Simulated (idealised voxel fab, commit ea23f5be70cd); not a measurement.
Process module, titled voxel gate over fins
We display cut, a cross-section 210 nm in width whose square cells are each 5 nm.
How to read a cross-section here: the picture is a grid of square cells, written as bands going from the top down, and any band can span one or more rows of cells.
Per band: top height and bottom height in nm, followed by the left-to-right materials and their widths in nm; "edge to edge" marks a single material spanning edge to edge, "empty" marks empty space.
Height 0 is the level under which the wafer as received is all one material. The lowest band goes on downwards, as in "0 down".
A two-number width, for instance "30..40", indicates that the width is equal to the first number in the top row of the band and to the second number in the bottom row, and that it changes by a constant amount per row of cells.
Key: "nothing altered" - step with no changed cell in the cross-section.
Any empty space of 8 cells or more lacking an open way to the top shows up in "Sealed void inventory" as width x height at distance, distance from the left edge, in nm.
Note: text after step settings on the step line = simulator remark on that step.
The setting "overlay nm" may be written on the line of a step. When the step uses a mask, the value reports how far to the right of the planned place the mask lay, and a negative value reports that it lay to the left.
Set out below are the planned steps of the process:
1,RECEIVE: material Si
2,CONFORMAL_DEP: material SiN, thk nm 5
3,DIRECTIONAL_DEP: material aC, thk nm 10
4,PATTERN: tone cover, mask id FINS, material resist, width nm 15, pitch nm 40, thk nm 30, overlay nm 0
5,DIRECTIONAL_ETCH: etch materials aC, depth nm 10
6,STRIP: etch materials resist
7,DIRECTIONAL_ETCH: etch materials SiN, depth nm 5
8,DIRECTIONAL_ETCH: etch materials Si, depth nm 40
9,STRIP: etch materials aC
10,OXIDIZE: depth nm 5
11,FILL_DEP: material SiO2, thk nm 10
12,CMP: height nm 5
13,SELECTIVE_ETCH: etch materials SiO2, depth nm 20
14,STRIP: etch materials SiN
15,CONFORMAL_DEP: material HfO2, thk nm 5
16,CONFORMAL_DEP: material TiN, thk nm 5
17,CONFORMAL_DEP: material TiAl, thk nm 5
18,CONFORMAL_DEP: material TiN, thk nm 5
19,FILL_DEP: material W, thk nm 10
20,CMP: height nm 25
21,CONFORMAL_DEP: material SiN, thk nm 10
Wafer at receipt (post step 1), cross-section:
- 0 down | Si edge to edge
- Sealed void inventory: none
Below is the wafer in cross-section after the module was completed. It began from the starting point shown above and followed the plan shown above, except that one mistake was made while running it:
- 35 to 25 | SiN edge to edge
- 25 to 20 | W edge to edge
- 20 to 15 | W 60 nm; TiAl 85 nm; W 65 nm
- 15 to 5 | W 60 nm; TiAl 5 nm; TiN 35 nm; TiAl 5 nm; TiN 35 nm; TiAl 5 nm; W 65 nm
- 5 to 0 | TiAl 65 nm; TiN 10 nm; HfO2 15 nm; TiN 10 nm; TiAl 5 nm; TiN 10 nm; HfO2 15 nm; TiN 10 nm; TiAl 70 nm
- 0 to -10 | TiN 75 nm; HfO2 5 nm; Si 5 nm; HfO2 5 nm; TiN 25 nm; HfO2 5 nm; Si 5 nm; HfO2 5 nm; TiN 80 nm
- -10 to -15 | HfO2 80 nm; Si 5 nm; HfO2 35 nm; Si 5 nm; HfO2 85 nm
- -15 to -45 | SiO2 80 nm; Si 5 nm; SiO2 35 nm; Si 5 nm; SiO2 85 nm
- -45 down | Si edge to edge
- Sealed void inventory: none
It is concluded that the wafer was processed incorrectly with respect to the plan, in that transposition of steps 17 and 18 relative to the planned sequence
